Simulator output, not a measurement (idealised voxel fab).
process module | voxel ribs on slabs
Square cell edge 5 nm, section width 140 nm, ID cut.
A cross-section in this document is a grid of square cells, and it is written down as bands, the top band listed before the ones below it; a band is made up of one or more rows of cells.
For a band, the entry starts with two heights in nm, that of the top and then that of the bottom, and carries on with the band's materials in order from left to right, each alongside its width in nm; the word "all across" beside a single material means it fills the band edge to edge, and "air" means empty space.
Height is counted from the level 0, under which the received wafer is composed throughout of one material. The lowest of the bands is not closed at the bottom but continues downward, in the notation "0 down".
It should be noted that a width expressed as "30->40" varies in equal increments from row to row of cells within the band, taking the value of the first number at the top row and that of the second number at the bottom row.
Basically "no change" means that step didn't change any cell in the cross-section.
In the "Sealed void list" entry, you get each enclosed empty space of 8 cells or more, one with no open way to the top, written width x height at distance, distance from the left edge, in nm.
What comes after the settings on a step's line is commentary from the simulator itself on that step.
On any step carrying a mask, the "overlay nm" setting, if present on the step's line, tells how far right of its planned place the mask lay; negative values point to the left.
This section lists the process steps that were planned
1) RECEIVE: material Si
2) DIRECTIONAL_DEP: material SiO2, thk nm 20
3) DIRECTIONAL_DEP: material polySi, thk nm 25
4) PATTERN: tone cover, mask id RIB, material resist, width nm 30, thk nm 15, overlay nm 0
5) DIRECTIONAL_ETCH: etch materials polySi, depth nm 10
6) STRIP: etch materials resist
7) DIRECTIONAL_DEP: material aC, thk nm 15
8) PATTERN: tone cover, mask id SLAB, material resist, width nm 90, thk nm 30, overlay nm 0
9) DIRECTIONAL_ETCH: etch materials aC, depth nm 15
10) STRIP: etch materials resist
11) DIRECTIONAL_ETCH: etch materials polySi, depth nm 15
12) STRIP: etch materials aC
13) FILL_DEP: material SiO2, thk nm 25
14) CMP: height nm 60
15) DIRECTIONAL_DEP: material W, thk nm 10
16) MASKED_ETCH: tone cover, mask id HEATER, width nm 40, etch materials W, depth nm 10, overlay nm 0
17) CONFORMAL_DEP: material SiN, thk nm 10
Incoming wafer in cross-section (state: after step 1)
	0 down: Si all across
	Sealed void list: none
Cross-sectional image of the first of two wafers at the end of the module, the run having proceeded as planned
	80 to 70: 40 nm air, then 60 nm SiN, then 40 nm air
	70 to 60: 50 nm SiN, then 40 nm W, then 50 nm SiN
	60 to 45: SiO2 all across
	45 to 35: 55 nm SiO2, then 30 nm polySi, then 55 nm SiO2
	35 to 20: 25 nm SiO2, then 90 nm polySi, then 25 nm SiO2
	20 to 0: SiO2 all across
	0 down: Si all across
	Sealed void list: none
Here's the second of our two wafers sectioned at module end. Same start as the first, same plan, but one mistake got made running it
	80 to 70: 40 nm air, then 60 nm SiN, then 40 nm air
	70 to 60: 50 nm SiN, then 40 nm W, then 50 nm SiN
	60 to 55: 55 nm SiO2, then 30 nm polySi, then 55 nm SiO2
	55 to 40: 25 nm SiO2, then 90 nm polySi, then 25 nm SiO2
	40 to 0: SiO2 all across
	0 down: Si all across
	Sealed void list: none
Which mistake was made when the wafer was run? twice, step 2 of the plan was run
at the end the second wafer has, in cells: SiO2 +6, polySi -6
